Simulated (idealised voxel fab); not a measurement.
Process module heading - voxel trench capacitor
cross-section cut | 265 nm wide | cells 5 nm
In this document a cross-section is written as a grid of square cells. It is given as a series of bands, listed from the top down, and a band is one or more rows of cells.
Look at the band entry: it leads with the top's height and the bottom's height in nm. Then it lists the materials left to right, with a width in nm for each. The word "all across" on a single material says that material fills the band edge to edge. The word "air" is empty space.
Ref level 0: as-received wafer is one material below here. Bottom band extends down with no lower bound ("0 down").
A width given as "30..40" starts at the first number in the band's top row and ends at the second number in its bottom row, shifting by an equal amount at every step from row to row.
You'll sometimes find "changes: none" written for a step, and that's the way of saying that nowhere in the cross-section did a cell change during that step.
Closed-off voids of 8+ cells (no open route to the top) go in "Non-vented voids", written width x height at distance from the left edge, in nm.
Note: text after step settings on the step line = simulator remark on that step.
overlay nm: on a step with a mask, how far right of its planned place the mask lay; negative means left.

### The process steps that were planned are listed below
step 1: RECEIVE | material Si
step 2: CONFORMAL_DEP | material SiN | thk nm 5
step 3: DIRECTIONAL_DEP | material aC | thk nm 15
step 4: PATTERN | tone open | mask id TRENCH | material resist | width nm 25 | pitch nm 55 | thk nm 35 | overlay nm 0
step 5: DIRECTIONAL_ETCH | etch materials aC | depth nm 15
step 6: STRIP | etch materials resist
step 7: DIRECTIONAL_ETCH | etch materials SiN | depth nm 5
step 8: DIRECTIONAL_ETCH | etch materials Si | depth nm 40
step 9: STRIP | etch materials aC
step 10: CONFORMAL_DEP | material HfO2 | thk nm 5
step 11: CONFORMAL_DEP | material TiN | thk nm 5
step 12: FILL_DEP | material W | thk nm 5
step 13: CMP | height nm 5

### This is the cross-section of the wafer as we received it, i.e. after step 1
* 0 down = Si all across
* Non-vented voids: none

### Cross-sectional image of the first of two wafers at the end of the module, the run having proceeded as planned
* 5 to 0 = 35 of SiN, then 5 of HfO2, then 5 of TiN, then 5 of W, then 5 of TiN, then 5 of HfO2, then 30 of SiN, then 5 of HfO2, then 5 of TiN, then 5 of W, then 5 of TiN, then 5 of HfO2, then 30 of SiN, then 5 of HfO2, then 5 of TiN, then 5 of W, then 5 of TiN, then 5 of HfO2, then 30 of SiN, then 5 of HfO2, then 5 of TiN, then 5 of W, then 5 of TiN, then 5 of HfO2, then 40 of SiN
* 0 to -30 = 35 of Si, then 5 of HfO2, then 5 of TiN, then 5 of W, then 5 of TiN, then 5 of HfO2, then 30 of Si, then 5 of HfO2, then 5 of TiN, then 5 of W, then 5 of TiN, then 5 of HfO2, then 30 of Si, then 5 of HfO2, then 5 of TiN, then 5 of W, then 5 of TiN, then 5 of HfO2, then 30 of Si, then 5 of HfO2, then 5 of TiN, then 5 of W, then 5 of TiN, then 5 of HfO2, then 40 of Si
* -30 to -35 = 35 of Si, then 5 of HfO2, then 15 of TiN, then 5 of HfO2, then 30 of Si, then 5 of HfO2, then 15 of TiN, then 5 of HfO2, then 30 of Si, then 5 of HfO2, then 15 of TiN, then 5 of HfO2, then 30 of Si, then 5 of HfO2, then 15 of TiN, then 5 of HfO2, then 40 of Si
* -35 to -40 = 35 of Si, then 25 of HfO2, then 30 of Si, then 25 of HfO2, then 30 of Si, then 25 of HfO2, then 30 of Si, then 25 of HfO2, then 40 of Si
* -40 down = Si all across
* Non-vented voids: none

### Second wafer through the module, sectioned at the end: same beginning and same plan as the first wafer, with one mistake in carrying it out
* 5 to 0 = 35 of SiN, then 5 of TiN, then 5 of HfO2, then 5 of W, then 5 of HfO2, then 5 of TiN, then 30 of SiN, then 5 of TiN, then 5 of HfO2, then 5 of W, then 5 of HfO2, then 5 of TiN, then 30 of SiN, then 5 of TiN, then 5 of HfO2, then 5 of W, then 5 of HfO2, then 5 of TiN, then 30 of SiN, then 5 of TiN, then 5 of HfO2, then 5 of W, then 5 of HfO2, then 5 of TiN, then 40 of SiN
* 0 to -30 = 35 of Si, then 5 of TiN, then 5 of HfO2, then 5 of W, then 5 of HfO2, then 5 of TiN, then 30 of Si, then 5 of TiN, then 5 of HfO2, then 5 of W, then 5 of HfO2, then 5 of TiN, then 30 of Si, then 5 of TiN, then 5 of HfO2, then 5 of W, then 5 of HfO2, then 5 of TiN, then 30 of Si, then 5 of TiN, then 5 of HfO2, then 5 of W, then 5 of HfO2, then 5 of TiN, then 40 of Si
* -30 to -35 = 35 of Si, then 5 of TiN, then 15 of HfO2, then 5 of TiN, then 30 of Si, then 5 of TiN, then 15 of HfO2, then 5 of TiN, then 30 of Si, then 5 of TiN, then 15 of HfO2, then 5 of TiN, then 30 of Si, then 5 of TiN, then 15 of HfO2, then 5 of TiN, then 40 of Si
* -35 to -40 = 35 of Si, then 25 of TiN, then 30 of Si, then 25 of TiN, then 30 of Si, then 25 of TiN, then 30 of Si, then 25 of TiN, then 40 of Si
* -40 down = Si all across
* Non-vented voids: none
It is concluded that the wafer was processed incorrectly with respect to the plan, in that the run placed steps 10 and 11 each in the position the plan gave to the other
The second wafer ends with more or fewer cells of some materials than the first, per final count: HfO2: 16 fewer; TiN: 16 more
